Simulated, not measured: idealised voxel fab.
Documented hereafter: the process module known as voxel quadruple lines.
FYI the section here is cut, 290 nm wide, cells are 5 nm squares.
Cross-section, as written here: a square-cell grid given band by band from the top down, where a band holds one or more rows of cells. In this notation a band is specified by the heights of its top and bottom, in that order and in nm, after which its materials appear from left to right, each paired with its width in nm. The word "throughout" attached to a single material means that material fills the band from edge to edge; the word "air" stands for empty space. Counting heights begins at 0, where everything beneath is, in the wafer as received, one material. The lowest band has no bottom; it goes on downwards, as "0 nm and below" shows. Think of "30->40" as a width that walks from the first number to the second as you go down the band, top row to bottom row, taking equal-sized steps from row to row. Any step labelled "remained the same" changed none of the cells in the cross-section. The label "Fully closed voids" introduces a list of the empty spaces, 8 cells or larger, that have no open way up to the top; each entry in it reads width x height at distance, where the distance is taken from the left edge and all three are stated in nm. Anything after a step's settings on that line? It's the simulator's own note about the step. What "overlay nm" on a step's line means: if the step has a mask, that mask lay this far to the right of its planned place, or, when the value is negative, to the left.
Steps planned for the process:
- 1: RECEIVE, material Si
- 2: CONFORMAL_DEP, material Al2O3, thk nm 5
- 3: DIRECTIONAL_DEP, material W, thk nm 10
- 4: DIRECTIONAL_DEP, material polySi, thk nm 15
- 5: DIRECTIONAL_DEP, material aC, thk nm 20
- 6: PATTERN, tone cover, mask id MANDREL, material resist, width nm 35, pitch nm 100, thk nm 30, overlay nm 0
- 7: DIRECTIONAL_ETCH, etch materials aC, depth nm 20
- 8: STRIP, etch materials resist
- 9: CONFORMAL_DEP, material SiO2, thk nm 15
- 10: DIRECTIONAL_ETCH, etch materials SiO2, depth nm 15
- 11: STRIP, etch materials aC
- 12: DIRECTIONAL_ETCH, etch materials polySi, depth nm 15
- 13: STRIP, etch materials SiO2
- 14: CONFORMAL_DEP, material SiCN, thk nm 10
- 15: DIRECTIONAL_ETCH, etch materials SiCN, depth nm 10
- 16: STRIP, etch materials polySi
- 17: DIRECTIONAL_ETCH, etch materials W, depth nm 10
- 18: STRIP, etch materials SiCN
- 19: FILL_DEP, material SiO2, thk nm 5
- 20: CMP, height nm 15
Wafer cross-section on receipt, i.e. after step 1:
- 0 nm and below = Si throughout
- Fully closed voids: none
The first of the two wafers as seen in cross-section once the module was finished; processing followed the plan:
- 15 nm to 5 nm = 50 nm SiO2 / 10 nm W / 15 nm SiO2 / 10 nm W / 15 nm SiO2 / 10 nm W / 15 nm SiO2 / 10 nm W / 15 nm SiO2 / 10 nm W / 15 nm SiO2 / 10 nm W / 15 nm SiO2 / 10 nm W / 15 nm SiO2 / 10 nm W / 55 nm SiO2
- 5 nm to 0 nm = Al2O3 throughout
- 0 nm and below = Si throughout
- Fully closed voids: none
Cross-sectional view of the second of two wafers upon completion of the module. This wafer shared its starting condition and process plan with the first; one error was made during its execution:
- 15 nm to 5 nm = 65 nm SiO2 / 10 nm W / 15 nm SiO2 / 5 nm W / 15 nm SiO2 / 10 nm W / 45 nm SiO2 / 10 nm W / 15 nm SiO2 / 5 nm W / 15 nm SiO2 / 10 nm W / 70 nm SiO2
- 5 nm to 0 nm = Al2O3 throughout
- 0 nm and below = Si throughout
- Fully closed voids: none
It is concluded that the wafer was processed incorrectly with respect to the plan, in that step 6 was run on a setting that differed from the plan, and what really ran there is PATTERN, tone open, mask id MANDREL, material resist, width nm 35, pitch nm 100, thk nm 30, overlay nm 0
Materials where the second wafer ends with more or fewer cells than the first: SiO2: 12 more; W: 12 fewer
